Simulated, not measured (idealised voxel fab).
This is a process module. Its name is voxel gate over fins.
Section shown: cut. Width: 255 nm. Cell size: 5 nm, square.
A cross-section is written here as square cells arranged in a grid, and it is given in bands from the top down, each band taking up one or more rows of cells. A band entry consists of two parts. The first gives the height of the band's top and the height of its bottom, in nm. The rest lists the band's materials from left to right, each with its width in nm. A single material labelled with the word "edge to edge" fills the band from edge to edge, and the word "empty" marks empty space. Zero point of the height axis is 0; under it, received wafer = one material. Lowest band: continues down indefinitely, "0 nm and below". Graded width ("30->40"): value in top row of band = first number; value in bottom row = second number; row-to-row change constant. It should be understood that the words "no change occurred", when stated for a given step, signify that the cross-section underwent no change in any of its cells during that step. Closed-off voids of 8+ cells (no open route to the top) go in "Sealed internal cavities", written width x height at distance from the left edge, in nm. On a step's line, text after the settings is the simulator commenting on that step. When a step includes a mask, the "overlay nm" setting on its line states how far to the right of its planned place that mask lay, and negative values state how far to the left.
## Set out below are the planned steps of the process
- 1: RECEIVE [material Si]
- 2: CONFORMAL_DEP [material SiN] [thk nm 5]
- 3: DIRECTIONAL_DEP [material aC] [thk nm 15]
- 4: PATTERN [tone cover] [mask id FINS] [material resist] [width nm 15] [pitch nm 35] [thk nm 35] [overlay nm 0]
- 5: DIRECTIONAL_ETCH [etch materials aC] [depth nm 15]
- 6: STRIP [etch materials resist]
- 7: DIRECTIONAL_ETCH [etch materials SiN] [depth nm 5]
- 8: DIRECTIONAL_ETCH [etch materials Si] [depth nm 30]
- 9: STRIP [etch materials aC]
- 10: FILL_DEP [material SiO2] [thk nm 15]
- 11: CMP [height nm 5]
- 12: SELECTIVE_ETCH [etch materials SiO2] [depth nm 15]
- 13: STRIP [etch materials SiN]
- 14: CONFORMAL_DEP [material HfO2] [thk nm 5]
- 15: CONFORMAL_DEP [material TiN] [thk nm 5]
- 16: CONFORMAL_DEP [material TiAl] [thk nm 5]
- 17: CONFORMAL_DEP [material TiN] [thk nm 5]
- 18: FILL_DEP [material W] [thk nm 15]
- 19: CMP [height nm 30]
- 20: CONFORMAL_DEP [material SiN] [thk nm 10]
## Cross-section, incoming material, after step 1
- 0 nm and below: Si edge to edge
- Sealed internal cavities: none
## The following cross-section depicts the wafer upon conclusion of the module. Processing commenced from the starting condition illustrated above and adhered to the plan illustrated above, save for one mistake in execution
- 40 nm to 30 nm: SiN edge to edge
- 30 nm to 15 nm: W edge to edge
- 15 nm to 10 nm: W 50; TiN 150; W 55
- 10 nm to 5 nm: W 50; TiN 5; TiAl 140; TiN 5; W 55
- 5 nm to 0 nm: TiN 55; TiAl 5; TiN 25; TiAl 10; TiN 25; TiAl 10; TiN 25; TiAl 10; TiN 25; TiAl 5; TiN 60
- 0 nm to -5 nm: TiAl 60; TiN 5; Si 15; TiN 5; TiAl 10; TiN 5; Si 15; TiN 5; TiAl 10; TiN 5; Si 15; TiN 5; TiAl 10; TiN 5; Si 15; TiN 5; TiAl 65
- -5 nm to -10 nm: TiN 65; Si 15; TiN 20; Si 15; TiN 20; Si 15; TiN 20; Si 15; TiN 70
- -10 nm to -30 nm: SiO2 65; Si 15; SiO2 20; Si 15; SiO2 20; Si 15; SiO2 20; Si 15; SiO2 70
- -30 nm and below: Si edge to edge
- Sealed internal cavities: none
Processing error: the run left out plan step 14 entirely, so it was never executed
